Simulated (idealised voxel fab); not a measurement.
Herein follows the process module entitled voxel capacitor over wiring.
In the cross-section labelled cut, the width is 155 nm and each square cell is 5 nm.
The cross-sections in this document take the form of a grid made of square cells. They are written out as bands, in order from top to bottom. Each band consists of one or more rows of cells. A band entry consists of two parts. The first gives the height of the band's top and the height of its bottom, in nm. The rest lists the band's materials from left to right, each with its width in nm. A single material labelled with the word "full width" fills the band from edge to edge, and the word "blank" marks empty space. Below 0: as-received wafer, all one material; heights counted from there. Lowest band: no bottom, goes on down, written "z 0 and below". A width given as "30 to 40" starts at the first number in the band's top row and ends at the second number in its bottom row, shifting by an equal amount at every step from row to row. It should be understood that the words "left unchanged", when stated for a given step, signify that the cross-section underwent no change in any of its cells during that step. If an empty space has no open way to the top and is at least 8 cells in size, "Closed void table" lists it, written width x height at distance, where distance is measured from the left edge and every value is in nm. What comes after the settings on a step's line is commentary from the simulator itself on that step. Each step line may optionally specify "overlay nm", which for a step with a mask gives the rightward distance between the mask's planned place and where it lay, a negative value indicating the leftward direction.

## The process steps that were planned are listed below
1,RECEIVE [material Si]
2,CONFORMAL_DEP [material SiO2] [thk nm 15]
3,CONFORMAL_DEP [material SiN] [thk nm 5]
4,DIRECTIONAL_DEP [material SiO2] [thk nm 25]
5,PATTERN [tone open] [mask id METAL_1] [material resist] [width nm 25] [pitch nm 80] [thk nm 15] [overlay nm 0]
6,DIRECTIONAL_ETCH [etch materials SiO2] [depth nm 25]
7,DIRECTIONAL_ETCH [etch materials SiN] [depth nm 5]
8,STRIP [etch materials resist]
9,CONFORMAL_DEP [material TiN] [thk nm 5]
10,FILL_DEP [material Cu] [thk nm 10]
11,CMP [height nm 45]
12,CONFORMAL_DEP [material SiCN] [thk nm 5]
13,DIRECTIONAL_DEP [material lowk] [thk nm 20]
14,DIRECTIONAL_DEP [material aC] [thk nm 10]
15,PATTERN [tone open] [mask id PLUG_1] [material resist] [width nm 15] [thk nm 30] [overlay nm 0]
16,DIRECTIONAL_ETCH [etch materials aC] [depth nm 10]
17,STRIP [etch materials resist]
18,DIRECTIONAL_ETCH [etch materials lowk] [depth nm 20]
19,DIRECTIONAL_ETCH [etch materials SiCN] [depth nm 5]
20,STRIP [etch materials aC]
21,EPI [material Ru] [thk nm 10]
22,EPI [material Ru] [thk nm 10]
23,EPI [material Ru] [thk nm 5]
24,DIRECTIONAL_DEP [material TiN] [thk nm 5]
25,DIRECTIONAL_DEP [material SiN] [thk nm 5]
26,DIRECTIONAL_DEP [material TiN] [thk nm 10]
27,MASKED_ETCH [tone cover] [mask id UPPER_PLATE] [width nm 60] [etch materials TiN] [depth nm 10] [overlay nm 0]
28,MASKED_ETCH [tone cover] [mask id UPPER_PLATE] [width nm 60] [etch materials SiN] [depth nm 5] [overlay nm 0]
29,MASKED_ETCH [tone cover] [mask id LOWER_PLATE] [width nm 70] [etch materials TiN] [depth nm 5] [overlay nm 0]
30,FILL_DEP [material SiO2] [thk nm 20]
31,CMP [height nm 105]
32,MASKED_ETCH [tone open] [mask id PLUG_2] [width nm 15] [etch materials SiO2] [depth nm 15] [overlay nm 0]
33,CONFORMAL_DEP [material TiN] [thk nm 5]
34,FILL_DEP [material W] [thk nm 5]
35,CMP [height nm 105]
36,CONFORMAL_DEP [material SiN] [thk nm 5]

## Incoming wafer in cross-section (state: after step 1)
    z 0 and below = Si full width
    Closed void table: none

## Result of the module, cross-sectioned: start per above, plan per above, one error in how it was run
    z 110 to 105 = SiN full width
    z 105 to 95 = 45 nm SiO2 / 5 nm TiN / 5 nm W / 5 nm TiN / 95 nm SiO2
    z 95 to 90 = 45 nm SiO2 / 15 nm TiN / 95 nm SiO2
    z 90 to 85 = SiO2 full width
    z 85 to 80 = 35 nm SiO2 / 60 nm TiN / 60 nm SiO2
    z 80 to 75 = 35 nm SiO2 / 60 nm SiN / 60 nm SiO2
    z 75 to 70 = 30 nm TiN / 5 nm SiO2 / 60 nm TiN / 5 nm SiO2 / 55 nm TiN
    z 70 to 50 = 35 nm lowk / 15 nm Ru / 105 nm lowk
    z 50 to 45 = 35 nm SiCN / 15 nm Ru / 105 nm SiCN
    z 45 to 20 = 25 nm SiO2 / 5 nm TiN / 15 nm Cu / 5 nm TiN / 55 nm SiO2 / 5 nm TiN / 15 nm Cu / 5 nm TiN / 25 nm SiO2
    z 20 to 15 = 25 nm SiN / 25 nm TiN / 55 nm SiN / 25 nm TiN / 25 nm SiN
    z 15 to 0 = SiO2 full width
    z 0 and below = Si full width
    Closed void table: none
Processing error: step 29 ran differently from the plan; actual operation with settings: MASKED_ETCH [tone open] [mask id LOWER_PLATE] [width nm 70] [etch materials TiN] [depth nm 5] [overlay nm 0]
